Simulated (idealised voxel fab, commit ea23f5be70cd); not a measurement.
process module | voxel transistor to metal
cross-section cut | 155 nm wide | cells 5 nm
A cross-section is a grid of square cells, given in bands from the top down. A band is one or more rows of cells.
Each band's line starts with the height of the band's top and of its bottom, in nm. Then come its materials from left to right, each with its width in nm. One material with "throughout" fills the band from edge to edge. "air" is empty space.
Height 0 is the level under which the wafer as received is all one material. The lowest band goes on downwards, as in "0 down".
A width such as "30 to 40" changes by the same amount from each row of cells to the next, from the band's top row to its bottom row.
"no change" after a step means that no cell of the cross-section changed.
closed voids: empty space of 8 cells or more with no open way to the top, each as width x height at its distance from the left edge, in nm
after a step's settings: what the simulator itself notes on the step
overlay nm, on a step with a mask: how far to the right of its planned place the mask lay; to the left if negative
plan
1 op RECEIVE | material Si
2 op OXIDIZE | depth nm 5
3 op CONFORMAL_DEP | material SiN | thk nm 15
4 op MASKED_ETCH | tone cover | mask id ACTIVE | width nm 95 | etch materials SiN | depth nm 15 | overlay nm 0
5 op MASKED_ETCH | tone cover | mask id ACTIVE | width nm 95 | etch materials SiO2 | depth nm 5 | overlay nm 0
6 op MASKED_ETCH | tone cover | mask id ACTIVE | width nm 95 | etch materials Si | depth nm 25 | overlay nm 0
7 op OXIDIZE | depth nm 5
8 op FILL_DEP | material SiO2 | thk nm 5
9 op CMP | height nm 15
10 op SELECTIVE_ETCH | etch materials SiO2 | depth nm 10
11 op STRIP | etch materials SiN
12 op SELECTIVE_ETCH | etch materials SiO2 | depth nm 5
13 op OXIDIZE | depth nm 5
14 op DIRECTIONAL_DEP | material polySi | thk nm 20
15 op DIRECTIONAL_DEP | material SiCN | thk nm 5
16 op MASKED_ETCH | tone cover | mask id GATE | width nm 15 | etch materials SiCN | depth nm 20 | overlay nm 0
17 op MASKED_ETCH | tone cover | mask id GATE | width nm 15 | etch materials polySi | depth nm 30 | overlay nm 0
18 op CONFORMAL_DEP | material SiO2 | thk nm 5
19 op DIRECTIONAL_ETCH | etch materials SiO2 | depth nm 5
20 op CONFORMAL_DEP | material SiN | thk nm 10
21 op DIRECTIONAL_ETCH | etch materials SiN | depth nm 10
22 op DIRECTIONAL_ETCH | etch materials SiO2 | depth nm 5
23 op DIRECTIONAL_ETCH | etch materials Si | depth nm 15
24 op EPI | material pSi | thk nm 20
25 op FILL_DEP | material SiO2 | thk nm 10
26 op CMP | height nm 25
27 op DIRECTIONAL_DEP | material SiO2 | thk nm 15
28 op PATTERN | tone open | mask id CONTACT | material resist | width nm 20 | pitch nm 65 | thk nm 15 | overlay nm 0
29 op DIRECTIONAL_ETCH | etch materials SiO2 | depth nm 30
30 op STRIP | etch materials resist
31 op CONFORMAL_DEP | material TiN | thk nm 5
32 op FILL_DEP | material W | thk nm 5
33 op CMP | height nm 40
34 op DIRECTIONAL_DEP | material TiN | thk nm 5
35 op DIRECTIONAL_DEP | material Ru | thk nm 25
36 op PATTERN | tone cover | mask id METAL_1 | material resist | width nm 20 | pitch nm 65 | thk nm 15 | overlay nm 0
37 op DIRECTIONAL_ETCH | etch materials Ru | depth nm 25
38 op DIRECTIONAL_ETCH | etch materials TiN | depth nm 5
39 op STRIP | etch materials resist
40 op FILL_DEP | material lowk | thk nm 10
41 op CMP | height nm 70
42 op CONFORMAL_DEP | material SiCN | thk nm 5
43 op DIRECTIONAL_DEP | material SiO2 | thk nm 35
44 op MASKED_ETCH | tone open | mask id METAL_2_HOLES | width nm 15 | pitch nm 65 | etch materials SiO2 | depth nm 35 | overlay nm 0
45 op PATTERN | tone open | mask id METAL_2 | material resist | width nm 20 | pitch nm 65 | thk nm 20 | overlay nm 0
46 op DIRECTIONAL_ETCH | etch materials SiO2 | depth nm 20
47 op DIRECTIONAL_ETCH | etch materials SiCN | depth nm 5
48 op STRIP | etch materials resist
49 op CONFORMAL_DEP | material TiN | thk nm 5
50 op FILL_DEP | material Ru | thk nm 5
51 op CMP | height nm 110
52 op CONFORMAL_DEP | material SiCN | thk nm 5
varied across the wafers: thk nm of step 15. The plan shows the first wafer's value. All wafers start alike
first wafer as received, after step 1
  0 down: Si throughout
  closed voids: none
first wafer at the end, after step 52
  115 to 110: SiCN throughout
  110 to 95: SiO2 35 | TiN 5 | Ru 10 | TiN 5 | SiO2 45 | TiN 5 | Ru 10 | TiN 5 | SiO2 35
  95 to 90: SiO2 35 | TiN 5 | Ru 5 | TiN 10 | SiO2 45 | TiN 5 | Ru 5 | TiN 10 | SiO2 35
  90 to 75: SiO2 35 | TiN 5 | Ru 5 | TiN 5 | SiO2 50 | TiN 5 | Ru 5 | TiN 5 | SiO2 40
  75 to 70: SiCN 35 | TiN 15 | SiCN 50 | TiN 15 | SiCN 40
  70 to 45: lowk 35 | Ru 20 | lowk 45 | Ru 20 | lowk 35
  45 to 40: lowk 35 | TiN 20 | lowk 45 | TiN 20 | lowk 35
  40 to 20: SiO2 35 | TiN 5 | W 10 | TiN 5 | SiO2 45 | TiN 5 | W 10 | TiN 5 | SiO2 35
  20 to 15: SiO2 35 | TiN 5 | W 10 | TiN 5 | SiN 10 | SiO2 5 | SiCN 15 | SiO2 5 | SiN 10 | TiN 5 | W 10 | TiN 5 | SiO2 35
  15 to 10: SiO2 35 | TiN 20 | SiN 10 | SiO2 5 | polySi 15 | SiO2 5 | SiN 10 | TiN 20 | SiO2 35
  10 to 0: SiO2 30 | pSi 25 | SiN 10 | SiO2 5 | polySi 15 | SiO2 5 | SiN 10 | pSi 25 | SiO2 30
  0 to -5: SiO2 30 | SiN 10 | pSi 15 | SiN 10 | SiO2 5 | polySi 15 | SiO2 5 | SiN 10 | pSi 15 | SiN 10 | SiO2 30
  -5 to -10: SiO2 40 | pSi 15 | SiO2 45 | pSi 15 | SiO2 40
  -10 to -25: SiO2 35 | Si 5 | pSi 15 | Si 45 | pSi 15 | Si 5 | SiO2 35
  -25 to -35: SiO2 35 | Si 85 | SiO2 35
  -35 down: Si throughout
  closed voids: none
last wafer at the end
  115 to 110: SiCN throughout
  110 to 95: SiO2 35 | TiN 5 | Ru 10 | TiN 5 | SiO2 45 | TiN 5 | Ru 10 | TiN 5 | SiO2 35
  95 to 90: SiO2 35 | TiN 5 | Ru 5 | TiN 10 | SiO2 45 | TiN 5 | Ru 5 | TiN 10 | SiO2 35
  90 to 75: SiO2 35 | TiN 5 | Ru 5 | TiN 5 | SiO2 50 | TiN 5 | Ru 5 | TiN 5 | SiO2 40
  75 to 70: SiCN 35 | TiN 15 | SiCN 50 | TiN 15 | SiCN 40
  70 to 45: lowk 35 | Ru 20 | lowk 45 | Ru 20 | lowk 35
  45 to 40: lowk 35 | TiN 20 | lowk 45 | TiN 20 | lowk 35
  40 to 30: SiO2 35 | TiN 5 | W 10 | TiN 5 | SiO2 45 | TiN 5 | W 10 | TiN 5 | SiO2 35
  30 to 25: SiO2 35 | TiN 10 | W 5 | TiN 5 | SiO2 45 | TiN 5 | W 5 | TiN 10 | SiO2 35
  25 to 20: SiCN 25 | SiO2 5 | SiN 10 | TiN 15 | SiN 10 | SiO2 5 | SiCN 15 | SiO2 5 | SiN 10 | TiN 15 | SiN 10 | SiO2 5 | SiCN 25
  20 to 15: polySi 25 | SiCN 105 | polySi 25
  15 to 0: polySi throughout
  0 to -5: SiO2 25 | polySi 105 | SiO2 25
  -5 to -10: SiO2 throughout
  -10 to -35: SiO2 35 | Si 85 | SiO2 35
  -35 down: Si throughout
  closed voids: none
each wafer at the end: cells of each material gained (+) or lost (-) since it was received, then its closed voids
thk nm 5 | +60 Ru | -150 Si | +59 SiCN | +24 SiN | +428 SiO2 | +72 TiN | +20 W | +138 lowk | +50 pSi | +12 polySi | closed voids: none
thk nm 10 | +60 Ru | -150 Si | +62 SiCN | +28 SiN | +421 SiO2 | +72 TiN | +20 W | +138 lowk | +50 pSi | +12 polySi | closed voids: none
thk nm 15 | +60 Ru | -150 Si | +62 SiCN | +28 SiN | +421 SiO2 | +72 TiN | +20 W | +138 lowk | +50 pSi | +12 polySi | closed voids: none
thk nm 20 | +60 Ru | -150 Si | +62 SiCN | +28 SiN | +421 SiO2 | +72 TiN | +20 W | +138 lowk | +50 pSi | +12 polySi | closed voids: none
thk nm 25 | +60 Ru | -132 Si | +90 SiCN | +8 SiN | +351 SiO2 | +64 TiN | +10 W | +138 lowk | +124 polySi | closed voids: none
